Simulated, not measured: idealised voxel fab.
The process module presented herein is designated voxel wiring stack.
cross-section cut | 175 nm wide | cells 5 nm
Format of a cross-section: grid, square cells. Given as bands. Order: top down. Band: one or more rows of cells.
Band entry format. Leading values: height of top, height of bottom, nm. Remainder: materials in left-to-right order, each with its width in nm. Special words: "everywhere" on a single material, which then fills the band edge to edge; "blank", empty space.
Convention: height 0 is the level below which the wafer, as received, is all one material. The lowest band does not terminate at the bottom but continues downward, represented as "0 -> down".
Note: "30 to 40" means the width goes from the first number (top row of the band) to the second number (bottom row) in equal steps per row of cells.
Where a step carries "no modification", the cross-section came out of it unchanged, cell for cell.
For the entry "Voids, fully enclosed", the listed items are empty spaces with no open way to the top whose size is 8 cells or more; each item follows the pattern width x height at distance, where distance is from the left edge and all three are in nm.
That trailing text on a step's line, after the settings, is the simulator's own remark on the step.
The setting "overlay nm" may be written on the line of a step. When the step uses a mask, the value reports how far to the right of the planned place the mask lay, and a negative value reports that it lay to the left.

Planned step list for the process
1) RECEIVE with material Si
2) CONFORMAL_DEP with material SiO2, thk nm 10
3) CONFORMAL_DEP with material SiCN, thk nm 5
4) DIRECTIONAL_DEP with material SiO2, thk nm 25
5) DIRECTIONAL_DEP with material aC, thk nm 15
6) PATTERN with tone open, mask id METAL_1, material resist, width nm 25, pitch nm 40, thk nm 30, overlay nm 0
7) DIRECTIONAL_ETCH with etch materials aC, depth nm 15
8) STRIP with etch materials resist
9) DIRECTIONAL_ETCH with etch materials SiO2, depth nm 25
10) DIRECTIONAL_ETCH with etch materials SiCN, depth nm 5
11) STRIP with etch materials aC
12) CONFORMAL_DEP with material TiN, thk nm 5
13) FILL_DEP with material Ru, thk nm 5
14) CMP with height nm 40
15) EPI with material Ru, thk nm 5
16) FILL_DEP with material SiCN, thk nm 5
17) DIRECTIONAL_DEP with material SiO2, thk nm 25
18) MASKED_ETCH with tone open, mask id METAL_2, width nm 25, pitch nm 40, etch materials SiO2, depth nm 15, overlay nm 0
19) PATTERN with tone open, mask id METAL_2_HOLES, material resist, width nm 15, pitch nm 40, thk nm 15, overlay nm 0
20) DIRECTIONAL_ETCH with etch materials SiO2, depth nm 10
21) DIRECTIONAL_ETCH with etch materials SiCN, depth nm 5
22) STRIP with etch materials resist
23) CONFORMAL_DEP with material TiN, thk nm 5
24) FILL_DEP with material Cu, thk nm 5
25) CMP with height nm 75
26) CONFORMAL_DEP with material SiCN, thk nm 5

Delivered wafer in cross-section: state after step 1
0 -> down = Si everywhere
Voids, fully enclosed: none

Wafer cross-section at end of module: start and plan as shown above, one execution error
80 -> 75 = SiCN everywhere
75 -> 65 = 45 to 30 Cu; 5 to 20 TiN; 10 SiO2; 5 TiN; 20 to 5 Cu; 5 to 20 TiN; 10 SiO2; 5 TiN; 20 to 5 Cu; 5 to 20 TiN; 10 SiO2; 5 TiN; 30 Cu
65 -> 60 = 35 TiN; 25 SiO2; 15 TiN; 25 SiO2; 15 TiN; 25 SiO2; 35 TiN
60 -> 50 = SiO2 everywhere
50 -> 45 = SiCN everywhere
45 -> 40 = 30 SiCN; 35 Ru; 5 SiCN; 35 Ru; 5 SiCN; 35 Ru; 30 SiCN
40 -> 15 = 35 SiO2; 5 TiN; 15 Ru; 5 TiN; 15 SiO2; 5 TiN; 15 Ru; 5 TiN; 15 SiO2; 5 TiN; 15 Ru; 5 TiN; 35 SiO2
15 -> 10 = 35 SiCN; 25 TiN; 15 SiCN; 25 TiN; 15 SiCN; 25 TiN; 35 SiCN
10 -> 0 = SiO2 everywhere
0 -> down = Si everywhere
Voids, fully enclosed: none
Misprocessing identified: step 18 went in with a setting other than planned; the actual run was MASKED_ETCH with tone cover, mask id METAL_2, width nm 25, pitch nm 40, etch materials SiO2, depth nm 15, overlay nm 0
